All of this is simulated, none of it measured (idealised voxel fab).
process module | voxel wiring stack
cross-section cut | 185 nm wide | cells 5 nm
A cross-section is a grid of square cells, given in bands from the top down. A band is one or more rows of cells.
Each band's line starts with the height of the band's top and of its bottom, in nm. Then come its materials from left to right, each with its width in nm. One material with "throughout" fills the band from edge to edge. "air" is empty space.
Height 0 is the level under which the wafer as received is all one material. The lowest band goes on downwards, as in "0 down".
A width such as "30 to 40" changes by the same amount from each row of cells to the next, from the band's top row to its bottom row.
"no change" after a step means that no cell of the cross-section changed.
closed voids: empty space of 8 cells or more with no open way to the top, each as width x height at its distance from the left edge, in nm
after a step's settings: what the simulator itself notes on the step
overlay nm, on a step with a mask: how far to the right of its planned place the mask lay; to the left if negative
plan
1 op RECEIVE | material Si
2 op CONFORMAL_DEP | material SiO2 | thk nm 15
3 op DIRECTIONAL_DEP | material TiN | thk nm 5
4 op DIRECTIONAL_DEP | material Ru | thk nm 25
5 op PATTERN | tone cover | mask id METAL_1 | material resist | width nm 30 | pitch nm 45 | thk nm 15 | overlay nm 0
6 op DIRECTIONAL_ETCH | etch materials Ru | depth nm 25
7 op DIRECTIONAL_ETCH | etch materials TiN | depth nm 5
8 op STRIP | etch materials resist
9 op CONFORMAL_DEP | material SiCN | thk nm 5
10 op FILL_DEP | material SiO2 | thk nm 5
11 op CMP | height nm 45
12 op CONFORMAL_DEP | material SiCN | thk nm 5
13 op DIRECTIONAL_DEP | material lowk | thk nm 10
14 op DIRECTIONAL_DEP | material aC | thk nm 15
15 op PATTERN | tone open | mask id PLUG_1 | material resist | width nm 15 | pitch nm 90 | thk nm 30 | overlay nm 0
16 op DIRECTIONAL_ETCH | etch materials aC | depth nm 15
17 op STRIP | etch materials resist
18 op DIRECTIONAL_ETCH | etch materials lowk | depth nm 10
19 op DIRECTIONAL_ETCH | etch materials SiCN | depth nm 5
20 op STRIP | etch materials aC
21 op EPI | material Ru | thk nm 10
22 op EPI | material Ru | thk nm 5
23 op CONFORMAL_DEP | material SiN | thk nm 5
24 op DIRECTIONAL_DEP | material lowk | thk nm 25
25 op MASKED_ETCH | tone open | mask id METAL_2 | width nm 30 | pitch nm 45 | etch materials lowk | depth nm 25 | overlay nm 0
26 op MASKED_ETCH | tone open | mask id METAL_2 | width nm 30 | pitch nm 45 | etch materials SiN | depth nm 5 | overlay nm 0
27 op CONFORMAL_DEP | material TiN | thk nm 5
28 op FILL_DEP | material Cu | thk nm 5
29 op CMP | height nm 90
30 op EPI | material Ru | thk nm 5
31 op FILL_DEP | material SiCN | thk nm 5
32 op DIRECTIONAL_DEP | material lowk | thk nm 25
33 op DIRECTIONAL_DEP | material aC | thk nm 15
34 op PATTERN | tone open | mask id METAL_3_HOLES | material resist | width nm 15 | pitch nm 45 | thk nm 35 | overlay nm 0
35 op DIRECTIONAL_ETCH | etch materials aC | depth nm 15
36 op STRIP | etch materials resist
37 op DIRECTIONAL_ETCH | etch materials lowk | depth nm 25
38 op STRIP | etch materials aC
39 op DIRECTIONAL_DEP | material aC | thk nm 10
40 op PATTERN | tone open | mask id METAL_3 | material resist | width nm 30 | pitch nm 45 | thk nm 30 | overlay nm 0
41 op DIRECTIONAL_ETCH | etch materials aC | depth nm 10
42 op STRIP | etch materials resist
43 op DIRECTIONAL_ETCH | etch materials lowk | depth nm 15
44 op DIRECTIONAL_ETCH | etch materials SiCN | depth nm 5
45 op STRIP | etch materials aC
46 op CONFORMAL_DEP | material TiN | thk nm 5
47 op FILL_DEP | material Cu | thk nm 10
48 op CMP | height nm 125
49 op CONFORMAL_DEP | material SiN | thk nm 5
as received, after step 1
  0 down: Si throughout
  closed voids: none
first wafer at the end, as planned
  130 to 125: SiN throughout
  125 to 115: lowk 30 | TiN 5 | Cu 20 | TiN 5 | lowk 15 | TiN 5 | Cu 20 | TiN 5 | lowk 15 | TiN 5 | Cu 20 | TiN 5 | lowk 35
  115 to 110: lowk 30 | TiN 5 | Cu 5 | TiN 20 | lowk 15 | TiN 5 | Cu 5 | TiN 20 | lowk 15 | TiN 5 | Cu 5 | TiN 20 | lowk 35
  110 to 100: lowk 30 | TiN 5 | Cu 5 | TiN 5 | lowk 30 | TiN 5 | Cu 5 | TiN 5 | lowk 30 | TiN 5 | Cu 5 | TiN 5 | lowk 50
  100 to 95: SiCN 30 | TiN 15 | SiCN 30 | TiN 15 | SiCN 30 | TiN 15 | SiCN 50
  95 to 90: SiCN 25 | Ru 40 | SiCN 5 | Ru 40 | SiCN 5 | Ru 40 | SiCN 30
  90 to 65: lowk 30 | TiN 5 | Cu 20 | TiN 5 | lowk 15 | TiN 5 | Cu 20 | TiN 5 | lowk 15 | TiN 5 | Cu 20 | TiN 5 | lowk 35
  65 to 60: SiN 30 | TiN 30 | SiN 15 | TiN 30 | SiN 15 | TiN 30 | SiN 35
  60 to 50: lowk 30 | Ru 15 | lowk 75 | Ru 15 | lowk 50
  50 to 45: SiCN 30 | Ru 15 | SiCN 75 | Ru 15 | SiCN 50
  45 to 20: SiO2 25 | SiCN 5 | Ru 30 | SiCN 5 | SiO2 5 | SiCN 5 | Ru 30 | SiCN 5 | SiO2 5 | SiCN 5 | Ru 30 | SiCN 5 | SiO2 30
  20 to 15: SiCN 30 | TiN 30 | SiCN 15 | TiN 30 | SiCN 15 | TiN 30 | SiCN 35
  15 to 0: SiO2 throughout
  0 down: Si throughout
  closed voids: none
second wafer at the end: like start, like plan, one mistake
  130 to 125: SiN throughout
  125 to 115: lowk 30 | TiN 5 | Cu 20 | TiN 5 | lowk 15 | TiN 5 | Cu 20 | TiN 5 | lowk 15 | TiN 5 | Cu 20 | TiN 5 | lowk 35
  115 to 110: lowk 30 | TiN 5 | Cu 5 | TiN 20 | lowk 15 | TiN 5 | Cu 5 | TiN 20 | lowk 15 | TiN 5 | Cu 5 | TiN 20 | lowk 35
  110 to 100: lowk 30 | TiN 5 | Cu 5 | TiN 5 | lowk 30 | TiN 5 | Cu 5 | TiN 5 | lowk 30 | TiN 5 | Cu 5 | TiN 5 | lowk 50
  100 to 95: SiCN 30 | TiN 15 | SiCN 30 | TiN 15 | SiCN 30 | TiN 15 | SiCN 50
  95 to 90: SiCN 25 | Ru 40 | SiCN 5 | Ru 40 | SiCN 5 | Ru 40 | SiCN 30
  90 to 65: lowk 30 | TiN 5 | Cu 20 | TiN 5 | lowk 15 | TiN 5 | Cu 20 | TiN 5 | lowk 15 | TiN 5 | Cu 20 | TiN 5 | lowk 35
  65 to 60: SiN 30 | TiN 30 | SiN 15 | TiN 30 | SiN 15 | TiN 30 | SiN 35
  60 to 50: lowk 30 | SiN 5 | TiN 5 | SiN 5 | lowk 75 | SiN 5 | TiN 5 | SiN 5 | lowk 50
  50 to 45: SiN throughout
  45 to 20: SiO2 25 | SiCN 5 | Ru 30 | SiCN 5 | SiO2 5 | SiCN 5 | Ru 30 | SiCN 5 | SiO2 5 | SiCN 5 | Ru 30 | SiCN 5 | SiO2 30
  20 to 15: SiCN 30 | TiN 30 | SiCN 15 | TiN 30 | SiCN 15 | TiN 30 | SiCN 35
  15 to 0: SiO2 throughout
  0 down: Si throughout
  closed voids: none
what went wrong: step 12 ran as: op CONFORMAL_DEP | material SiN | thk nm 5
at the end the second wafer has, in cells: 18 fewer of Ru | 31 fewer of SiCN | 45 more of SiN | 4 more of TiN
